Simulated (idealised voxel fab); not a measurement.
process module | voxel tone inversion
cross-section cut | 180 nm wide | cells 5 nm
A cross-section is a grid of square cells, given in bands from the top down. A band is one or more rows of cells.
Each band's line starts with the height of the band's top and of its bottom, in nm. Then come its materials from left to right, each with its width in nm. One material with "throughout" fills the band from edge to edge. "air" is empty space.
Height 0 is the level under which the wafer as received is all one material. The lowest band goes on downwards, as in "0 down".
A width such as "30 to 40" changes by the same amount from each row of cells to the next, from the band's top row to its bottom row.
"no change" after a step means that no cell of the cross-section changed.
closed voids: empty space of 8 cells or more with no open way to the top, each as width x height at its distance from the left edge, in nm
after a step's settings: what the simulator itself notes on the step
overlay nm, on a step with a mask: how far to the right of its planned place the mask lay; to the left if negative
plan
1 op RECEIVE | material Si
2 op CONFORMAL_DEP | material SiN | thk nm 5
3 op DIRECTIONAL_DEP | material aC | thk nm 15
4 op PATTERN | tone cover | mask id POSTS | material resist | width nm 20 | pitch nm 35 | thk nm 25 | overlay nm 0
5 op DIRECTIONAL_ETCH | etch materials aC | depth nm 15
6 op STRIP | etch materials resist
7 op FILL_DEP | material SiO2 | thk nm 5
8 op CMP | height nm 20
9 op STRIP | etch materials aC
first wafer, as planned
as received, after step 1
  0 down: Si throughout
  closed voids: none
after step 2
  5 to 0: SiN throughout
  below 0: unchanged
after step 3
  20 to 5: aC throughout
  below 5: unchanged
after step 4
  45 to 20: air 45 | resist 20 | air 15 | resist 20 | air 15 | resist 20 | air 45
  below 20: unchanged
after step 5
  30 to 20: air 45 | resist 20 | air 15 | resist 20 | air 15 | resist 20 | air 45
  20 to 5: air 45 | aC 20 | air 15 | aC 20 | air 15 | aC 20 | air 45
  below 5: unchanged
after step 6
  20 to 5: air 45 | aC 20 | air 15 | aC 20 | air 15 | aC 20 | air 45
  below 5: unchanged
after step 7
  25 to 20: SiO2 throughout
  20 to 5: SiO2 45 | aC 20 | SiO2 15 | aC 20 | SiO2 15 | aC 20 | SiO2 45
  below 5: unchanged
after step 8
  20 to 5: SiO2 45 | aC 20 | SiO2 15 | aC 20 | SiO2 15 | aC 20 | SiO2 45
  below 5: unchanged
after step 9
  20 to 5: SiO2 45 | air 20 | SiO2 15 | air 20 | SiO2 15 | air 20 | SiO2 45
  below 5: unchanged
second wafer: like start, like plan, one mistake. Through step 3 it matches the first wafer
when step 4 should have ended
  45 to 20: resist 45 | air 20 | resist 15 | air 20 | resist 15 | air 20 | resist 45
  below 20: unchanged
when step 5 should have ended
  30 to 20: resist 45 | air 20 | resist 15 | air 20 | resist 15 | air 20 | resist 45
  20 to 5: aC 45 | air 20 | aC 15 | air 20 | aC 15 | air 20 | aC 45
  below 5: unchanged
when step 6 should have ended
  20 to 5: aC 45 | air 20 | aC 15 | air 20 | aC 15 | air 20 | aC 45
  below 5: unchanged
when step 7 should have ended
  25 to 20: SiO2 throughout
  20 to 5: aC 45 | SiO2 20 | aC 15 | SiO2 20 | aC 15 | SiO2 20 | aC 45
  below 5: unchanged
when step 8 should have ended
  20 to 5: aC 45 | SiO2 20 | aC 15 | SiO2 20 | aC 15 | SiO2 20 | aC 45
  below 5: unchanged
when step 9 should have ended
  20 to 5: air 45 | SiO2 20 | air 15 | SiO2 20 | air 15 | SiO2 20 | air 45
  below 5: unchanged
what went wrong: step 4 ran as: op PATTERN | tone open | mask id POSTS | material resist | width nm 20 | pitch nm 35 | thk nm 25 | overlay nm 0
at the end the second wafer has, in cells: 36 fewer of SiO2
